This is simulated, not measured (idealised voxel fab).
Process module heading - voxel wiring stack
This is section cut - it's 270 nm across, gridded in 5 nm square cells.
For the purposes of this document, a cross-section shall be understood as a grid of square cells, specified as bands listed in top-to-bottom order, each band consisting of one or more rows of cells.
Per band: top height and bottom height in nm, followed by the left-to-right materials and their widths in nm; "full width" marks a single material spanning edge to edge, "blank" marks empty space.
Note: height 0 marks the level under which the wafer is uniformly one material as received. Lowest band unbounded below, written "0 -> down".
Width "30..40": first value at the band's top row of cells, second value at its bottom row, equal change from row to row.
Basically "changes: none" means that step didn't change any cell in the cross-section.
Basically, "Closed cavity list" tells you about the enclosed voids: empty spaces with no open way to the top, 8 cells or bigger, each written width x height at distance, where distance is from the left edge, all in nm.
What comes after the settings on a step's line is commentary from the simulator itself on that step.
What "overlay nm" on a step's line means: if the step has a mask, that mask lay this far to the right of its planned place, or, when the value is negative, to the left.
[The process steps that were planned are listed below]
1: RECEIVE with material Si
2: CONFORMAL_DEP with material SiO2, thk nm 15
3: DIRECTIONAL_DEP with material TiN, thk nm 5
4: DIRECTIONAL_DEP with material Ru, thk nm 20
5: MASKED_ETCH with tone cover, mask id METAL_1, width nm 25, pitch nm 45, etch materials Ru, depth nm 20, overlay nm 0
6: MASKED_ETCH with tone cover, mask id METAL_1, width nm 25, pitch nm 45, etch materials TiN, depth nm 5, overlay nm 0
7: CONFORMAL_DEP with material SiCN, thk nm 5
8: FILL_DEP with material SiO2, thk nm 10
9: CMP with height nm 40
10: CONFORMAL_DEP with material SiCN, thk nm 5
11: DIRECTIONAL_DEP with material lowk, thk nm 30
12: DIRECTIONAL_DEP with material aC, thk nm 10
13: PATTERN with tone open, mask id METAL_2_HOLES, material resist, width nm 15, pitch nm 45, thk nm 25, overlay nm 0
14: DIRECTIONAL_ETCH with etch materials aC, depth nm 10
15: STRIP with etch materials resist
16: DIRECTIONAL_ETCH with etch materials lowk, depth nm 30
17: STRIP with etch materials aC
18: MASKED_ETCH with tone open, mask id METAL_2, width nm 25, pitch nm 45, etch materials lowk, depth nm 15, overlay nm 0
19: MASKED_ETCH with tone open, mask id METAL_2, width nm 25, pitch nm 45, etch materials SiCN, depth nm 5, overlay nm 0
20: CONFORMAL_DEP with material TiN, thk nm 5
21: FILL_DEP with material Ru, thk nm 10
22: CMP with height nm 75
23: CONFORMAL_DEP with material SiCN, thk nm 5
24: DIRECTIONAL_DEP with material lowk, thk nm 10
25: PATTERN with tone open, mask id PLUG_2, material resist, width nm 15, pitch nm 45, thk nm 20, overlay nm 0
26: DIRECTIONAL_ETCH with etch materials lowk, depth nm 10
27: DIRECTIONAL_ETCH with etch materials SiCN, depth nm 5
28: STRIP with etch materials resist
29: EPI with material Ru, thk nm 10
30: EPI with material Ru, thk nm 5
31: DIRECTIONAL_DEP with material TiN, thk nm 5
32: DIRECTIONAL_DEP with material W, thk nm 25
33: MASKED_ETCH with tone cover, mask id METAL_3, width nm 25, pitch nm 45, etch materials W, depth nm 25, overlay nm 0
34: MASKED_ETCH with tone cover, mask id METAL_3, width nm 25, pitch nm 45, etch materials TiN, depth nm 5, overlay nm 0
35: FILL_DEP with material lowk, thk nm 10
36: CMP with height nm 120
37: CONFORMAL_DEP with material SiCN, thk nm 5
[Incoming wafer, cross-sectional view, post step 1]
	0 -> down: Si full width
	Closed cavity list: none
[Post-module cross-section of the first of two wafers (run per plan)]
	125 -> 120: SiCN full width
	120 -> 95: lowk 75; W 25; lowk 20; W 25; lowk 20; W 25; lowk 80
	95 -> 90: lowk 75; TiN 25; lowk 20; TiN 25; lowk 20; TiN 25; lowk 80
	90 -> 80: lowk 75; Ru 15; lowk 30; Ru 15; lowk 30; Ru 15; lowk 90
	80 -> 75: SiCN 75; Ru 15; SiCN 30; Ru 15; SiCN 30; Ru 15; SiCN 90
	75 -> 65: lowk 75; TiN 5; Ru 15; TiN 5; lowk 20; TiN 5; Ru 15; TiN 5; lowk 20; TiN 5; Ru 15; TiN 5; lowk 80
	65 -> 60: lowk 75; TiN 5; Ru 5; TiN 15; lowk 20; TiN 5; Ru 5; TiN 15; lowk 20; TiN 5; Ru 5; TiN 15; lowk 80
	60 -> 45: lowk 75; TiN 5; Ru 5; TiN 5; lowk 30; TiN 5; Ru 5; TiN 5; lowk 30; TiN 5; Ru 5; TiN 5; lowk 90
	45 -> 40: SiCN 75; TiN 15; SiCN 30; TiN 15; SiCN 30; TiN 15; SiCN 90
	40 -> 20: SiO2 70; SiCN 5; Ru 25; SiCN 5; SiO2 10; SiCN 5; Ru 25; SiCN 5; SiO2 10; SiCN 5; Ru 25; SiCN 5; SiO2 75
	20 -> 15: SiCN 75; TiN 25; SiCN 20; TiN 25; SiCN 20; TiN 25; SiCN 80
	15 -> 0: SiO2 full width
	0 -> down: Si full width
	Closed cavity list: none
[Cross-section of the latter of the two wafers at module completion. It had an identical start and an identical plan to the former; in running it, one mistake was made]
	125 -> 120: SiCN full width
	120 -> 95: lowk 75; W 25; lowk 20; W 25; lowk 20; W 25; lowk 80
	95 -> 90: lowk 75; TiN 25; lowk 20; TiN 25; lowk 20; TiN 25; lowk 80
	90 -> 80: lowk 70; Ru 25; lowk 20; Ru 25; lowk 20; Ru 25; lowk 85
	80 -> 75: SiCN 70; Ru 25; SiCN 20; Ru 25; SiCN 20; Ru 25; SiCN 85
	75 -> 65: lowk 75; TiN 5; Ru 15; TiN 5; lowk 20; TiN 5; Ru 15; TiN 5; lowk 20; TiN 5; Ru 15; TiN 5; lowk 80
	65 -> 60: lowk 75; TiN 5; Ru 5; TiN 15; lowk 20; TiN 5; Ru 5; TiN 15; lowk 20; TiN 5; Ru 5; TiN 15; lowk 80
	60 -> 45: lowk 75; TiN 5; Ru 5; TiN 5; lowk 30; TiN 5; Ru 5; TiN 5; lowk 30; TiN 5; Ru 5; TiN 5; lowk 90
	45 -> 40: SiCN 75; TiN 15; SiCN 30; TiN 15; SiCN 30; TiN 15; SiCN 90
	40 -> 20: SiO2 70; SiCN 5; Ru 25; SiCN 5; SiO2 10; SiCN 5; Ru 25; SiCN 5; SiO2 10; SiCN 5; Ru 25; SiCN 5; SiO2 75
	20 -> 15: SiCN 75; TiN 25; SiCN 20; TiN 25; SiCN 20; TiN 25; SiCN 80
	15 -> 0: SiO2 full width
	0 -> down: Si full width
	Closed cavity list: none
It is concluded that the wafer was processed incorrectly with respect to the plan, in that step 25 ran as: PATTERN with tone open, mask id PLUG_2, material resist, width nm 25, pitch nm 45, thk nm 20, overlay nm 0
Cell-count delta at end, second wafer over first, by material: Ru +18 | SiCN -6 | lowk -12
